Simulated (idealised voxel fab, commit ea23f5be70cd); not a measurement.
process module | voxel capacitor over wiring
cross-section cut | 140 nm wide | cells 5 nm
A cross-section is a grid of square cells, given in bands from the top down. A band is one or more rows of cells.
Each band's line starts with the height of the band's top and of its bottom, in nm. Then come its materials from left to right, each with its width in nm. One material with "throughout" fills the band from edge to edge. "air" is empty space.
Height 0 is the level under which the wafer as received is all one material. The lowest band goes on downwards, as in "0 down".
A width such as "30 to 40" changes by the same amount from each row of cells to the next, from the band's top row to its bottom row.
"no change" after a step means that no cell of the cross-section changed.
closed voids: empty space of 8 cells or more with no open way to the top, each as width x height at its distance from the left edge, in nm
after a step's settings: what the simulator itself notes on the step
overlay nm, on a step with a mask: how far to the right of its planned place the mask lay; to the left if negative
plan
1 op RECEIVE | material Si
2 op CONFORMAL_DEP | material SiO2 | thk nm 15
3 op DIRECTIONAL_DEP | material TiN | thk nm 5
4 op DIRECTIONAL_DEP | material W | thk nm 20
5 op MASKED_ETCH | tone cover | mask id METAL_1 | width nm 20 | pitch nm 80 | etch materials W | depth nm 20 | overlay nm 0
6 op MASKED_ETCH | tone cover | mask id METAL_1 | width nm 20 | pitch nm 80 | etch materials TiN | depth nm 5 | overlay nm 0
7 op FILL_DEP | material lowk | thk nm 10
8 op CMP | height nm 40
9 op CONFORMAL_DEP | material SiCN | thk nm 5
10 op DIRECTIONAL_DEP | material lowk | thk nm 10
11 op PATTERN | tone open | mask id PLUG_1 | material resist | width nm 15 | thk nm 20 | overlay nm 0
12 op DIRECTIONAL_ETCH | etch materials lowk | depth nm 10
13 op DIRECTIONAL_ETCH | etch materials SiCN | depth nm 5
14 op STRIP | etch materials resist
15 op CONFORMAL_DEP | material TiN | thk nm 5
16 op FILL_DEP | material Cu | thk nm 10
17 op CMP | height nm 55
18 op DIRECTIONAL_DEP | material TiN | thk nm 10
19 op DIRECTIONAL_DEP | material Al2O3 | thk nm 5
20 op DIRECTIONAL_DEP | material TiN | thk nm 10
21 op PATTERN | tone cover | mask id UPPER_PLATE | material resist | width nm 65 | thk nm 20 | overlay nm 0
22 op DIRECTIONAL_ETCH | etch materials TiN | depth nm 10
23 op DIRECTIONAL_ETCH | etch materials Al2O3 | depth nm 5
24 op STRIP | etch materials resist
25 op PATTERN | tone cover | mask id LOWER_PLATE | material resist | width nm 75 | thk nm 20 | overlay nm 0
26 op DIRECTIONAL_ETCH | etch materials TiN | depth nm 10
27 op STRIP | etch materials resist
28 op FILL_DEP | material SiO2 | thk nm 20
29 op CMP | height nm 95
30 op MASKED_ETCH | tone open | mask id PLUG_2 | width nm 15 | etch materials SiO2 | depth nm 15 | overlay nm 0
31 op CONFORMAL_DEP | material TiN | thk nm 5
32 op FILL_DEP | material Ru | thk nm 10
33 op CMP | height nm 95
34 op CONFORMAL_DEP | material SiCN | thk nm 5
as received, after step 1
  0 down: Si throughout
  closed voids: none
first wafer at the end, as planned
  100 to 95: SiCN throughout
  95 to 85: SiO2 35 | TiN 5 | Ru 5 | TiN 5 | SiO2 90
  85 to 80: SiO2 35 | TiN 15 | SiO2 90
  80 to 70: SiO2 25 | TiN 65 | SiO2 50
  70 to 65: SiO2 25 | Al2O3 65 | SiO2 50
  65 to 55: SiO2 20 | TiN 75 | SiO2 45
  55 to 45: lowk 25 | TiN 5 | Cu 5 | TiN 5 | lowk 100
  45 to 40: SiCN 25 | TiN 15 | SiCN 100
  40 to 20: lowk 20 | W 20 | lowk 60 | W 20 | lowk 20
  20 to 15: lowk 20 | TiN 20 | lowk 60 | TiN 20 | lowk 20
  15 to 0: SiO2 throughout
  0 down: Si throughout
  closed voids: none
second wafer at the end: like start, like plan, one mistake
  100 to 95: SiCN throughout
  95 to 85: SiO2 45 | TiN 5 | Ru 5 | TiN 5 | SiO2 80
  85 to 80: SiO2 45 | TiN 15 | SiO2 80
  80 to 70: SiO2 25 | TiN 65 | SiO2 50
  70 to 65: SiO2 25 | Al2O3 65 | SiO2 50
  65 to 55: SiO2 20 | TiN 75 | SiO2 45
  55 to 45: lowk 25 | TiN 5 | Cu 5 | TiN 5 | lowk 100
  45 to 40: SiCN 25 | TiN 15 | SiCN 100
  40 to 20: lowk 20 | W 20 | lowk 60 | W 20 | lowk 20
  20 to 15: lowk 20 | TiN 20 | lowk 60 | TiN 20 | lowk 20
  15 to 0: SiO2 throughout
  0 down: Si throughout
  closed voids: none
what went wrong: step 30 ran as: op MASKED_ETCH | tone open | mask id PLUG_2 | width nm 15 | etch materials SiO2 | depth nm 15 | overlay nm 10
at the end the second wafer has, in cells: as many of each material as the first, in other places
